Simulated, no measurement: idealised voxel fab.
process module | voxel transistor to metal
cross-section cut | 215 nm wide | cells 5 nm
A cross-section is a grid of square cells, given in bands from the top down. A band is one or more rows of cells.
Each band's line starts with the height of the band's top and of its bottom, in nm. Then come its materials from left to right, each with its width in nm. One material with "throughout" fills the band from edge to edge. "air" is empty space.
Height 0 is the level under which the wafer as received is all one material. The lowest band goes on downwards, as in "0 down".
A width such as "30 to 40" changes by the same amount from each row of cells to the next, from the band's top row to its bottom row.
"no change" after a step means that no cell of the cross-section changed.
closed voids: empty space of 8 cells or more with no open way to the top, each as width x height at its distance from the left edge, in nm
after a step's settings: what the simulator itself notes on the step
overlay nm, on a step with a mask: how far to the right of its planned place the mask lay; to the left if negative
plan
1 op RECEIVE | material Si
2 op OXIDIZE | depth nm 5
3 op CONFORMAL_DEP | material SiN | thk nm 15
4 op MASKED_ETCH | tone cover | mask id ACTIVE | width nm 95 | etch materials SiN | depth nm 15 | overlay nm 0
5 op MASKED_ETCH | tone cover | mask id ACTIVE | width nm 95 | etch materials SiO2 | depth nm 5 | overlay nm 0
6 op MASKED_ETCH | tone cover | mask id ACTIVE | width nm 95 | etch materials Si | depth nm 35 | overlay nm 0
7 op OXIDIZE | depth nm 5
8 op FILL_DEP | material SiO2 | thk nm 10
9 op CMP | height nm 15
10 op SELECTIVE_ETCH | etch materials SiO2 | depth nm 5
11 op STRIP | etch materials SiN
12 op SELECTIVE_ETCH | etch materials SiO2 | depth nm 5
13 op OXIDIZE | depth nm 5
14 op DIRECTIONAL_DEP | material polySi | thk nm 30
15 op DIRECTIONAL_DEP | material SiCN | thk nm 15
16 op MASKED_ETCH | tone cover | mask id GATE | width nm 15 | etch materials SiCN | depth nm 25 | overlay nm 0
17 op MASKED_ETCH | tone cover | mask id GATE | width nm 15 | etch materials polySi | depth nm 40 | overlay nm 0
18 op CONFORMAL_DEP | material SiO2 | thk nm 5
19 op DIRECTIONAL_ETCH | etch materials SiO2 | depth nm 5
20 op CONFORMAL_DEP | material SiN | thk nm 5
21 op DIRECTIONAL_ETCH | etch materials SiN | depth nm 5
22 op DIRECTIONAL_ETCH | etch materials SiO2 | depth nm 5
23 op DIRECTIONAL_ETCH | etch materials Si | depth nm 15
24 op EPI | material SiGe | thk nm 20
25 op FILL_DEP | material SiO2 | thk nm 10
26 op CMP | height nm 40
27 op DIRECTIONAL_DEP | material SiO2 | thk nm 15
28 op MASKED_ETCH | tone open | mask id CONTACT | width nm 25 | pitch nm 50 | etch materials SiO2 | depth nm 45 | overlay nm 0
29 op CONFORMAL_DEP | material TiN | thk nm 5
30 op FILL_DEP | material Ru | thk nm 10
31 op CMP | height nm 55
32 op CONFORMAL_DEP | material SiN | thk nm 5
33 op DIRECTIONAL_DEP | material lowk | thk nm 15
34 op PATTERN | tone open | mask id METAL_1 | material resist | width nm 15 | pitch nm 60 | thk nm 20 | overlay nm 0
35 op DIRECTIONAL_ETCH | etch materials lowk | depth nm 15
36 op DIRECTIONAL_ETCH | etch materials SiN | depth nm 5
37 op STRIP | etch materials resist
38 op CONFORMAL_DEP | material TiN | thk nm 5
39 op FILL_DEP | material W | thk nm 5
40 op CMP | height nm 75
41 op EPI | material Ru | thk nm 5
42 op FILL_DEP | material SiCN | thk nm 5
as received, after step 1
  0 down: Si throughout
  closed voids: none
first wafer at the end, as planned
  85 to 80: SiCN throughout
  80 to 75: SiCN 65 | Ru 25 | SiCN 35 | Ru 25 | SiCN 65
  75 to 60: lowk 70 | TiN 5 | W 5 | TiN 5 | lowk 45 | TiN 5 | W 5 | TiN 5 | lowk 70
  60 to 55: SiN 70 | TiN 15 | SiN 45 | TiN 15 | SiN 70
  55 to 45: SiO2 70 | TiN 5 | Ru 15 | TiN 5 | SiO2 25 | TiN 5 | Ru 15 | TiN 5 | SiO2 70
  45 to 40: SiO2 70 | TiN 5 | Ru 10 | TiN 10 | SiO2 25 | TiN 10 | Ru 10 | TiN 5 | SiO2 70
  40 to 25: SiO2 70 | TiN 5 | Ru 10 | TiN 5 | SiN 5 | SiO2 5 | SiCN 15 | SiO2 5 | SiN 5 | TiN 5 | Ru 10 | TiN 5 | SiO2 70
  25 to 15: SiO2 70 | TiN 5 | Ru 10 | TiN 5 | SiN 5 | SiO2 5 | polySi 15 | SiO2 5 | SiN 5 | TiN 5 | Ru 10 | TiN 5 | SiO2 70
  15 to 10: SiO2 70 | TiN 20 | SiN 5 | SiO2 5 | polySi 15 | SiO2 5 | SiN 5 | TiN 20 | SiO2 70
  10 to 5: SiO2 70 | SiGe 20 | SiN 5 | SiO2 5 | polySi 15 | SiO2 5 | SiN 5 | SiGe 20 | SiO2 70
  5 to -5: SiO2 60 | SiN 5 | SiO2 5 | SiGe 20 | SiN 5 | SiO2 5 | polySi 15 | SiO2 5 | SiN 5 | SiGe 20 | SiO2 5 | SiN 5 | SiO2 60
  -5 to -10: SiO2 65 | SiGe 25 | SiO2 35 | SiGe 25 | SiO2 65
  -10 to -25: SiO2 65 | SiGe 25 | Si 35 | SiGe 25 | SiO2 65
  -25 to -45: SiO2 65 | Si 85 | SiO2 65
  -45 down: Si throughout
  closed voids: none
second wafer at the end: like start, like plan, one mistake
  85 to 80: SiCN throughout
  80 to 75: SiCN 65 | Ru 25 | SiCN 35 | Ru 25 | SiCN 65
  75 to 60: lowk 70 | TiN 5 | W 5 | TiN 5 | lowk 45 | TiN 5 | W 5 | TiN 5 | lowk 70
  60 to 55: SiN 70 | TiN 15 | SiN 45 | TiN 15 | SiN 70
  55 to 45: SiO2 70 | TiN 5 | Ru 15 | TiN 5 | SiO2 25 | TiN 5 | Ru 15 | TiN 5 | SiO2 70
  45 to 40: SiO2 70 | TiN 5 | Ru 15 | TiN 5 | SiO2 25 | TiN 15 | Ru 5 | TiN 5 | SiO2 70
  40 to 30: SiO2 70 | TiN 5 | Ru 15 | TiN 5 | SiN 5 | SiO2 5 | SiCN 15 | TiN 5 | SiN 5 | TiN 5 | Ru 5 | TiN 5 | SiO2 70
  30 to 25: SiO2 70 | TiN 5 | Ru 10 | TiN 10 | SiN 5 | SiO2 5 | SiCN 15 | TiN 5 | SiN 5 | TiN 5 | Ru 5 | TiN 5 | SiO2 70
  25 to 15: SiO2 70 | TiN 5 | Ru 10 | TiN 5 | SiN 5 | SiO2 5 | polySi 20 | TiN 5 | SiN 5 | TiN 5 | Ru 5 | TiN 5 | SiO2 70
  15 to 10: SiO2 70 | TiN 20 | SiN 5 | SiO2 5 | polySi 20 | TiN 5 | SiN 5 | TiN 15 | SiO2 70
  10 to 5: SiO2 70 | SiGe 20 | SiN 5 | SiO2 5 | polySi 20 | SiO2 5 | SiN 5 | SiGe 20 | SiO2 65
  5 to -5: SiO2 60 | SiN 5 | SiO2 5 | SiGe 20 | SiN 5 | SiO2 5 | polySi 20 | SiO2 5 | SiN 5 | SiGe 20 | SiN 5 | SiO2 60
  -5 to -10: SiO2 65 | SiGe 25 | SiO2 40 | SiGe 20 | SiO2 65
  -10 to -25: SiO2 65 | SiGe 25 | Si 40 | SiGe 20 | SiO2 65
  -25 to -45: SiO2 65 | Si 85 | SiO2 65
  -45 down: Si throughout
  closed voids: none
what went wrong: step 16 ran as: op MASKED_ETCH | tone cover | mask id GATE | width nm 15 | etch materials SiCN | depth nm 25 | overlay nm 5
at the end the second wafer has, in cells: 3 fewer of Ru | 3 more of Si | 4 fewer of SiGe | 8 fewer of SiO2 | 6 more of TiN | 6 more of polySi
